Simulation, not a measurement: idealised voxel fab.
A process module follows: voxel capacitor over wiring.
190 nm wide, 5 nm square cells: that's cross-section cut.
Cross-sections here: square-cell grids, written as top-down lists of bands, a band being one or more rows of cells. In this notation a band is specified by the heights of its top and bottom, in that order and in nm, after which its materials appear from left to right, each paired with its width in nm. The word "everywhere" attached to a single material means that material fills the band from edge to edge; the word "air" stands for empty space. Heights are expressed relative to 0, this being the level below which the as-received wafer comprises one material exclusively. The lowest band is unbounded in the downward direction and is denoted as in "0 down". Graded width ("30->40"): value in top row of band = first number; value in bottom row = second number; row-to-row change constant. The designation "no modifications", where it is given for a processing step, indicates that no cell of the cross-section was altered in the course of that step. "Enclosed void catalog" - sealed voids, min. 8 cells, no opening to top; format: width x height at distance (distance from left edge; nm throughout). On a step's line, text after the settings is the simulator commenting on that step. Regarding "overlay nm": on a step with a mask, it is the distance the mask lay to the right of its planned place; a negative value places it to the left.

## The planned process steps are enumerated hereunder
1. RECEIVE: material Si
2. CONFORMAL_DEP: material SiO2, thk nm 10
3. DIRECTIONAL_DEP: material TiN, thk nm 5
4. DIRECTIONAL_DEP: material W, thk nm 15
5. DIRECTIONAL_DEP: material aC, thk nm 10
6. PATTERN: tone cover, mask id METAL_1, material resist, width nm 30, pitch nm 100, thk nm 25, overlay nm 0
7. DIRECTIONAL_ETCH: etch materials aC, depth nm 10
8. STRIP: etch materials resist
9. DIRECTIONAL_ETCH: etch materials W, depth nm 15
10. DIRECTIONAL_ETCH: etch materials TiN, depth nm 5
11. STRIP: etch materials aC
12. FILL_DEP: material SiO2, thk nm 10
13. CMP: height nm 30
14. CONFORMAL_DEP: material SiCN, thk nm 5
15. DIRECTIONAL_DEP: material SiO2, thk nm 20
16. PATTERN: tone open, mask id PLUG_1, material resist, width nm 15, thk nm 15, overlay nm 0
17. DIRECTIONAL_ETCH: etch materials SiO2, depth nm 20
18. DIRECTIONAL_ETCH: etch materials SiCN, depth nm 5
19. STRIP: etch materials resist
20. EPI: material Ru, thk nm 10
21. EPI: material Ru, thk nm 10
22. EPI: material Ru, thk nm 5
23. DIRECTIONAL_DEP: material TiN, thk nm 5
24. DIRECTIONAL_DEP: material HfO2, thk nm 5
25. DIRECTIONAL_DEP: material TiN, thk nm 10
26. DIRECTIONAL_DEP: material aC, thk nm 10
27. PATTERN: tone cover, mask id UPPER_PLATE, material resist, width nm 75, thk nm 30, overlay nm 0
28. DIRECTIONAL_ETCH: etch materials aC, depth nm 10
29. STRIP: etch materials resist
30. DIRECTIONAL_ETCH: etch materials TiN, depth nm 10
31. DIRECTIONAL_ETCH: etch materials HfO2, depth nm 5
32. STRIP: etch materials aC
33. DIRECTIONAL_DEP: material aC, thk nm 10
34. PATTERN: tone cover, mask id LOWER_PLATE, material resist, width nm 85, thk nm 25, overlay nm 0
35. DIRECTIONAL_ETCH: etch materials aC, depth nm 10
36. STRIP: etch materials resist
37. DIRECTIONAL_ETCH: etch materials TiN, depth nm 5
38. STRIP: etch materials aC
39. FILL_DEP: material SiO2, thk nm 15
40. CMP: height nm 85
41. DIRECTIONAL_DEP: material aC, thk nm 15
42. PATTERN: tone open, mask id PLUG_2, material resist, width nm 15, thk nm 35, overlay nm 0
43. DIRECTIONAL_ETCH: etch materials aC, depth nm 15
44. STRIP: etch materials resist
45. DIRECTIONAL_ETCH: etch materials SiO2, depth nm 10
46. STRIP: etch materials aC
47. CONFORMAL_DEP: material TiN, thk nm 5
48. FILL_DEP: material Ru, thk nm 5
49. CMP: height nm 85
50. CONFORMAL_DEP: material SiN, thk nm 5
Quick note for whoever runs this: the wafers start identical, but the thk nm at step 3 isn't the same across them. The plan just shows what the first wafer had.

## Step 1 complete: as-received cross-section of the first of several wafers
    0 down = Si everywhere
    Enclosed void catalog: none

## Note: the following table is arranged by wafer, a row apiece. Each row reports the end-of-module state: per material, cells gained (+) or cells lost (-) compared with the wafer as received; closed voids follow
thk nm 5, +15 HfO2, +16 Ru, +35 SiCN, +38 SiN, +480 SiO2, +64 TiN, +36 W, Enclosed void catalog: none
thk nm 10, +15 HfO2, +16 Ru, +35 SiCN, +38 SiN, +454 SiO2, +102 TiN, +24 W, Enclosed void catalog: none
thk nm 15, +15 HfO2, +16 Ru, +35 SiCN, +38 SiN, +428 SiO2, +140 TiN, +12 W, Enclosed void catalog: none
thk nm 20, +15 HfO2, +16 Ru, +35 SiCN, +38 SiN, +402 SiO2, +178 TiN, Enclosed void catalog: none
